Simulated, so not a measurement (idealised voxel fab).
You're looking at the process module voxel transistor to metal.
Section cut is 165 nm wide and gridded with 5 nm square cells.
Think of the cross-section as a grid of square cells. We describe it in bands, top to bottom, and each band covers one or more rows of those cells.
For a band, the entry starts with two heights in nm, that of the top and then that of the bottom, and carries on with the band's materials in order from left to right, each alongside its width in nm; the word "edge to edge" beside a single material means it fills the band edge to edge, and "air" means empty space.
Beneath 0, the wafer as received is one material, and that level is where height counting begins. The lowest band goes on downward without a bottom; it is written like "0 -> down".
So if you see something like "30->40" for the width, read it as the top row of the band sitting at the first number and the bottom row at the second, with every row in between moving by the same amount as the last.
Where the words "no change" appear for a step, the cross-section shows no cell changed by that step; every cell remained as before.
Heads up: "Closed internal cavities" only lists the empty pockets with no open path to the top that are 8 cells or more, and it writes them as width x height at distance, distance from the left edge, in nm.
after a step's settings: what the simulator itself notes on the step
Regarding "overlay nm": on a step with a mask, it is the distance the mask lay to the right of its planned place; a negative value places it to the left.
Intended process steps
1: RECEIVE (material Si)
2: CONFORMAL_DEP (material SiO2; thk nm 5)
3: CONFORMAL_DEP (material SiN; thk nm 10)
4: DIRECTIONAL_DEP (material aC; thk nm 15)
5: PATTERN (tone cover; mask id ACTIVE; material resist; width nm 95; thk nm 30; overlay nm 0)
6: DIRECTIONAL_ETCH (etch materials aC; depth nm 15)
7: STRIP (etch materials resist)
8: DIRECTIONAL_ETCH (etch materials SiN; depth nm 10)
9: DIRECTIONAL_ETCH (etch materials SiO2; depth nm 5)
10: DIRECTIONAL_ETCH (etch materials Si; depth nm 20)
11: STRIP (etch materials aC)
12: OXIDIZE (depth nm 5)
13: FILL_DEP (material SiO2; thk nm 15)
14: CMP (height nm 15)
15: SELECTIVE_ETCH (etch materials SiO2; depth nm 5)
16: STRIP (etch materials SiN)
17: SELECTIVE_ETCH (etch materials SiO2; depth nm 5)
18: OXIDIZE (depth nm 5)
19: DIRECTIONAL_DEP (material polySi; thk nm 20)
20: DIRECTIONAL_DEP (material SiCN; thk nm 15)
21: PATTERN (tone cover; mask id GATE; material resist; width nm 15; thk nm 20; overlay nm 0)
22: DIRECTIONAL_ETCH (etch materials SiCN; depth nm 25)
23: DIRECTIONAL_ETCH (etch materials polySi; depth nm 30)
24: STRIP (etch materials resist)
25: CONFORMAL_DEP (material SiN; thk nm 5)
26: DIRECTIONAL_ETCH (etch materials SiN; depth nm 5)
27: DIRECTIONAL_ETCH (etch materials SiO2; depth nm 5)
28: EPI (material SiGe; thk nm 5)
29: FILL_DEP (material SiO2; thk nm 10)
30: CMP (height nm 35)
31: DIRECTIONAL_DEP (material SiO2; thk nm 10)
32: PATTERN (tone open; mask id CONTACT; material resist; width nm 20; pitch nm 65; thk nm 15; overlay nm 0)
33: DIRECTIONAL_ETCH (etch materials SiO2; depth nm 45)
34: STRIP (etch materials resist)
35: CONFORMAL_DEP (material TiN; thk nm 5)
36: FILL_DEP (material Ru; thk nm 5)
37: CMP (height nm 45)
38: DIRECTIONAL_DEP (material TiN; thk nm 5)
39: DIRECTIONAL_DEP (material Ru; thk nm 20)
40: MASKED_ETCH (tone cover; mask id METAL_1; width nm 20; pitch nm 65; etch materials Ru; depth nm 20; overlay nm 0)
41: MASKED_ETCH (tone cover; mask id METAL_1; width nm 20; pitch nm 65; etch materials TiN; depth nm 5; overlay nm 0)
42: FILL_DEP (material SiO2; thk nm 10)
43: CMP (height nm 70)
44: CONFORMAL_DEP (material SiN; thk nm 5)
Here's what the wafer looked like in cross-section when it arrived - that's after step 1
> 0 -> down | Si edge to edge
> Closed internal cavities: none
Cross-section, first of two wafers, end of module, run as planned
> 75 -> 70 | SiN edge to edge
> 70 -> 50 | 40 nm SiO2 | 20 nm Ru | 45 nm SiO2 | 20 nm Ru | 40 nm SiO2
> 50 -> 45 | 40 nm SiO2 | 20 nm TiN | 45 nm SiO2 | 20 nm TiN | 40 nm SiO2
> 45 -> 35 | 40 nm SiO2 | 5 nm TiN | 10 nm Ru | 5 nm TiN | 45 nm SiO2 | 5 nm TiN | 10 nm Ru | 5 nm TiN | 40 nm SiO2
> 35 -> 20 | 40 nm SiO2 | 5 nm TiN | 10 nm Ru | 5 nm TiN | 10 nm SiO2 | 5 nm SiN | 15 nm SiCN | 5 nm SiN | 10 nm SiO2 | 5 nm TiN | 10 nm Ru | 5 nm TiN | 40 nm SiO2
> 20 -> 5 | 40 nm SiO2 | 5 nm TiN | 10 nm Ru | 5 nm TiN | 10 nm SiO2 | 5 nm SiN | 15 nm polySi | 5 nm SiN | 10 nm SiO2 | 5 nm TiN | 10 nm Ru | 5 nm TiN | 40 nm SiO2
> 5 -> 0 | 30 nm SiO2 | 5 nm SiN | 5 nm SiO2 | 20 nm TiN | 10 nm SiO2 | 5 nm SiN | 15 nm polySi | 5 nm SiN | 10 nm SiO2 | 20 nm TiN | 5 nm SiO2 | 5 nm SiN | 30 nm SiO2
> 0 -> -5 | 35 nm SiO2 | 35 nm SiGe | 25 nm SiO2 | 35 nm SiGe | 35 nm SiO2
> -5 -> -25 | 40 nm SiO2 | 85 nm Si | 40 nm SiO2
> -25 -> down | Si edge to edge
> Closed internal cavities: none
Here's the second of our two wafers sectioned at module end. Same start as the first, same plan, but one mistake got made running it
> 75 -> 70 | SiN edge to edge
> 70 -> 50 | 40 nm SiO2 | 20 nm Ru | 45 nm SiO2 | 20 nm Ru | 40 nm SiO2
> 50 -> 45 | 40 nm SiO2 | 20 nm TiN | 45 nm SiO2 | 20 nm TiN | 40 nm SiO2
> 45 -> 35 | 40 nm SiO2 | 5 nm TiN | 10 nm Ru | 5 nm TiN | 45 nm SiO2 | 5 nm TiN | 10 nm Ru | 5 nm TiN | 40 nm SiO2
> 35 -> 25 | 40 nm SiO2 | 5 nm TiN | 10 nm Ru | 5 nm TiN | 10 nm SiO2 | 5 nm SiN | 15 nm SiCN | 5 nm SiN | 10 nm SiO2 | 5 nm TiN | 10 nm Ru | 5 nm TiN | 40 nm SiO2
> 25 -> 5 | 40 nm SiO2 | 5 nm TiN | 10 nm Ru | 5 nm TiN | 10 nm SiO2 | 5 nm SiN | 15 nm polySi | 5 nm SiN | 10 nm SiO2 | 5 nm TiN | 10 nm Ru | 5 nm TiN | 40 nm SiO2
> 5 -> 0 | 35 nm SiO2 | 5 nm SiN | 20 nm TiN | 45 nm SiO2 | 20 nm TiN | 5 nm SiN | 35 nm SiO2
> 0 -> -5 | 35 nm SiGe | 95 nm SiO2 | 35 nm SiGe
> -5 -> -25 | 30 nm Si | 105 nm SiO2 | 30 nm Si
> -25 -> down | Si edge to edge
> Closed internal cavities: none
What was done differently from what was planned? step 5 was not run as planned; what actually ran was PATTERN (tone open; mask id ACTIVE; material resist; width nm 95; thk nm 30; overlay nm 0)
Once processing is complete, comparing cell counts shows that the second wafer has more or fewer of certain materials than the first: 20 fewer of Si | 3 fewer of SiCN | 2 fewer of SiN | 25 more of SiO2
